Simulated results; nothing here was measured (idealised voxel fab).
voxel gate over fins: a process module
Section cut is 230 nm wide and gridded with 5 nm square cells.
Cross-section = grid of square cells, listed top down in bands; band = one or more rows.
In this notation a band is specified by the heights of its top and bottom, in that order and in nm, after which its materials appear from left to right, each paired with its width in nm. The word "everywhere" attached to a single material means that material fills the band from edge to edge; the word "air" stands for empty space.
The reference from which all heights are counted is 0, the level beneath which the as-received wafer is entirely one material; the lowest band, having no lower bound, proceeds downward and is written after the example "from 0 down".
With a width like "30->40", each row of cells in the band differs from the next by the same amount, the top row carrying the first number and the bottom row the second.
Step note "no alterations made" = no cross-section cell changed.
So "Voids, fully enclosed" is basically the list of trapped voids: any empty space of 8 cells or more that can't reach the top through an opening. They're written width x height at distance, the distance being from the left edge, and it's all nm.
The remark found on a step's line after its settings is issued by the simulator itself and pertains to that step.
overlay nm: where the mask lay relative to plan, measured to the right, on steps with a mask; negatives go left.

### Planned process steps
1 RECEIVE: material Si
2 CONFORMAL_DEP: material SiN, thk nm 5
3 PATTERN: tone cover, mask id FINS, material resist, width nm 15, pitch nm 50, thk nm 20, overlay nm 0
4 DIRECTIONAL_ETCH: etch materials SiN, depth nm 5
5 DIRECTIONAL_ETCH: etch materials Si, depth nm 40
6 STRIP: etch materials resist
7 OXIDIZE: depth nm 5
8 FILL_DEP: material SiO2, thk nm 10
9 CMP: height nm 5
10 DIRECTIONAL_DEP: material aC, thk nm 10
11 PATTERN: tone open, mask id RAIL, material resist, width nm 15, thk nm 25, overlay nm 0
12 DIRECTIONAL_ETCH: etch materials aC, depth nm 10
13 STRIP: etch materials resist
14 DIRECTIONAL_ETCH: etch materials SiO2, depth nm 40
15 STRIP: etch materials aC
16 CONFORMAL_DEP: material TiN, thk nm 5
17 FILL_DEP: material W, thk nm 10
18 CMP: height nm 5
19 SELECTIVE_ETCH: etch materials W Ru TiN, depth nm 25
20 FILL_DEP: material SiO2, thk nm 5
21 CMP: height nm 5
22 SELECTIVE_ETCH: etch materials SiO2, depth nm 20
23 STRIP: etch materials SiN
24 CONFORMAL_DEP: material HfO2, thk nm 5
25 CONFORMAL_DEP: material TiN, thk nm 5
26 CONFORMAL_DEP: material TiAl, thk nm 5
27 CONFORMAL_DEP: material TiN, thk nm 5
28 FILL_DEP: material W, thk nm 15
29 CMP: height nm 30
30 CONFORMAL_DEP: material SiN, thk nm 5

### So this is the incoming wafer in cross-section - it's already been through step 1
from 0 down | Si everywhere
Voids, fully enclosed: none

### End state of the module in cross-section, given the above starting point and plan and one mistake in execution
from 35 to 30 | SiN everywhere
from 30 to 15 | W everywhere
from 15 to 10 | W 70 / TiN 35 / W 15 / TiN 35 / W 75
from 10 to 5 | W 70 / TiN 5 / TiAl 25 / TiN 5 / W 15 / TiN 5 / TiAl 25 / TiN 5 / W 75
from 5 to 0 | W 70 / TiN 5 / TiAl 5 / HfO2 15 / TiAl 5 / TiN 5 / W 15 / TiN 5 / TiAl 5 / HfO2 15 / TiAl 5 / TiN 5 / W 75
from 0 to -5 | TiN 75 / TiAl 5 / HfO2 5 / Si 5 / HfO2 5 / TiAl 5 / TiN 25 / TiAl 5 / HfO2 5 / Si 5 / HfO2 5 / TiAl 5 / TiN 80
from -5 to -10 | TiAl 80 / HfO2 5 / Si 5 / HfO2 5 / TiAl 35 / HfO2 5 / Si 5 / HfO2 5 / TiAl 85
from -10 to -15 | HfO2 85 / Si 5 / HfO2 45 / Si 5 / HfO2 90
from -15 to -20 | SiO2 85 / Si 5 / SiO2 45 / Si 5 / SiO2 90
from -20 to -30 | SiO2 85 / Si 5 / SiO2 15 / TiN 5 / W 5 / TiN 5 / SiO2 15 / Si 5 / SiO2 90
from -30 to -35 | SiO2 85 / Si 5 / SiO2 15 / TiN 15 / SiO2 15 / Si 5 / SiO2 90
from -35 to -45 | SiO2 85 / Si 5 / SiO2 45 / Si 5 / SiO2 90
from -45 down | Si everywhere
Voids, fully enclosed: none
Heads up, the wafer didn't run the way we planned it: step 25 of the plan was bypassed and not carried out
